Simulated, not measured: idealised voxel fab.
Proc. module: voxel self aligned vias
The cross-section on display is named cut; it measures 225 nm wide, and its cells are 5 nm squares.
If you're reading a cross-section in this doc, picture square cells in a grid; it comes to you as bands, top ones listed first down to the bottom, and a band can be one or more rows of cells. Quick guide to a band line: top height, bottom height (nm) up front; then every material left to right with its width in nm. Only one material and it's marked "throughout"? Then it fills the band edge to edge. And "empty" just means empty space. Heights from 0 (as-received wafer is one material below). Bottom band endless downward, as "0 and below". It should be noted that a width expressed as "30 to 40" varies in equal increments from row to row of cells within the band, taking the value of the first number at the top row and that of the second number at the bottom row. When a step is marked "changes: none", none of the cells in the cross-section changed during that step. Closed-off voids of 8+ cells (no open route to the top) go in "Enclosed empty spaces", written width x height at distance from the left edge, in nm. On each step's line, the part that comes after the settings is the simulator's own comment on the step. On any step carrying a mask, the "overlay nm" setting, if present on the step's line, tells how far right of its planned place the mask lay; negative values point to the left.

Listed below are the process steps as planned
| 1 | RECEIVE, material Si |
| 2 | CONFORMAL_DEP, material SiO2, thk nm 15 |
| 3 | CONFORMAL_DEP, material SiCN, thk nm 5 |
| 4 | DIRECTIONAL_DEP, material lowk, thk nm 25 |
| 5 | DIRECTIONAL_DEP, material aC, thk nm 10 |
| 6 | PATTERN, tone open, mask id LINES, material resist, width nm 20, pitch nm 65, thk nm 25, overlay nm 0 |
| 7 | DIRECTIONAL_ETCH, etch materials aC, depth nm 10 |
| 8 | STRIP, etch materials resist |
| 9 | DIRECTIONAL_ETCH, etch materials lowk, depth nm 25 |
| 10 | STRIP, etch materials aC |
| 11 | CONFORMAL_DEP, material TiN, thk nm 5 |
| 12 | FILL_DEP, material Ru, thk nm 10 |
| 13 | CMP, height nm 45 |
| 14 | SELECTIVE_ETCH, etch materials W Ru TiN, depth nm 5 |
| 15 | FILL_DEP, material SiN, thk nm 10 |
| 16 | CMP, height nm 45 |
| 17 | DIRECTIONAL_DEP, material lowk, thk nm 15 |
| 18 | DIRECTIONAL_DEP, material aC, thk nm 15 |
| 19 | PATTERN, tone open, mask id VIAS, material resist, width nm 40, pitch nm 130, thk nm 30, overlay nm 0 |
| 20 | DIRECTIONAL_ETCH, etch materials aC, depth nm 15 |
| 21 | STRIP, etch materials resist |
| 22 | DIRECTIONAL_ETCH, etch materials lowk, depth nm 15 |
| 23 | DIRECTIONAL_ETCH, etch materials SiN, depth nm 5 |
| 24 | STRIP, etch materials aC |
| 25 | CONFORMAL_DEP, material TiN, thk nm 5 |
| 26 | FILL_DEP, material Cu, thk nm 5 |
| 27 | CMP, height nm 60 |
| 28 | CONFORMAL_DEP, material SiN, thk nm 5 |

As-received wafer cross-section (after step 1)
  0 and below | Si throughout
  Enclosed empty spaces: none

End state of the module in cross-section, given the above starting point and plan and one mistake in execution
  65 down to 60 | SiN throughout
  60 down to 45 | 25 of lowk, then 5 of TiN, then 30 of Cu, then 5 of TiN, then 90 of lowk, then 5 of TiN, then 30 of Cu, then 5 of TiN, then 30 of lowk
  45 down to 40 | 25 of SiN, then 40 of TiN, then 90 of SiN, then 40 of TiN, then 30 of SiN
  40 down to 20 | 35 of lowk, then 5 of TiN, then 10 of Ru, then 5 of TiN, then 45 of lowk, then 5 of TiN, then 10 of Ru, then 5 of TiN, then 45 of lowk, then 5 of TiN, then 10 of Ru, then 5 of TiN, then 40 of lowk
  20 down to 15 | 35 of lowk, then 20 of TiN, then 45 of lowk, then 20 of TiN, then 45 of lowk, then 20 of TiN, then 40 of lowk
  15 down to 0 | SiO2 throughout
  0 and below | Si throughout
  Enclosed empty spaces: none
Which mistake was made when the wafer was run? it should be noted that step 3 of the plan was omitted and was not performed
